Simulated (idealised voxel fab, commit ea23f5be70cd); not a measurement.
process module | voxel self aligned vias
cross-section cut | 230 nm wide | cells 5 nm
A cross-section is a grid of square cells, given in bands from the top down. A band is one or more rows of cells.
Each band's line starts with the height of the band's top and of its bottom, in nm. Then come its materials from left to right, each with its width in nm. One material with "throughout" fills the band from edge to edge. "air" is empty space.
Height 0 is the level under which the wafer as received is all one material. The lowest band goes on downwards, as in "0 down".
A width such as "30 to 40" changes by the same amount from each row of cells to the next, from the band's top row to its bottom row.
"no change" after a step means that no cell of the cross-section changed.
closed voids: empty space of 8 cells or more with no open way to the top, each as width x height at its distance from the left edge, in nm
after a step's settings: what the simulator itself notes on the step
overlay nm, on a step with a mask: how far to the right of its planned place the mask lay; to the left if negative
plan
1 op RECEIVE | material Si
2 op CONFORMAL_DEP | material SiO2 | thk nm 10
3 op CONFORMAL_DEP | material SiCN | thk nm 5
4 op DIRECTIONAL_DEP | material SiO2 | thk nm 25
5 op PATTERN | tone open | mask id LINES | material resist | width nm 20 | pitch nm 55 | thk nm 20 | overlay nm 0
6 op DIRECTIONAL_ETCH | etch materials SiO2 | depth nm 25
7 op STRIP | etch materials resist
8 op CONFORMAL_DEP | material TiN | thk nm 5
9 op FILL_DEP | material W | thk nm 5
10 op CMP | height nm 40
11 op SELECTIVE_ETCH | etch materials W Ru TiN | depth nm 10
12 op FILL_DEP | material SiN | thk nm 10
13 op CMP | height nm 40
14 op DIRECTIONAL_DEP | material SiO2 | thk nm 20
15 op DIRECTIONAL_DEP | material aC | thk nm 15
16 op PATTERN | tone open | mask id VIAS | material resist | width nm 40 | pitch nm 55 | thk nm 30 | overlay nm 0
17 op DIRECTIONAL_ETCH | etch materials aC | depth nm 15
18 op STRIP | etch materials resist
19 op DIRECTIONAL_ETCH | etch materials SiO2 | depth nm 20
20 op DIRECTIONAL_ETCH | etch materials SiN | depth nm 10
21 op STRIP | etch materials aC
22 op CONFORMAL_DEP | material TiN | thk nm 5
23 op FILL_DEP | material Ru | thk nm 5
24 op CMP | height nm 60
25 op CONFORMAL_DEP | material SiCN | thk nm 5
as received, after step 1
  0 down: Si throughout
  closed voids: none
a wafer at the end: this start, this plan, one mistake
  65 to 60: SiCN throughout
  60 to 45: SiO2 65 | TiN 5 | Ru 30 | TiN 5 | SiO2 15 | TiN 5 | Ru 30 | TiN 5 | SiO2 70
  45 to 40: SiO2 65 | TiN 40 | SiO2 15 | TiN 40 | SiO2 70
  40 to 35: SiCN throughout
  35 to 0: SiO2 throughout
  0 down: Si throughout
  closed voids: none
what went wrong: steps 3 and 4 were swapped
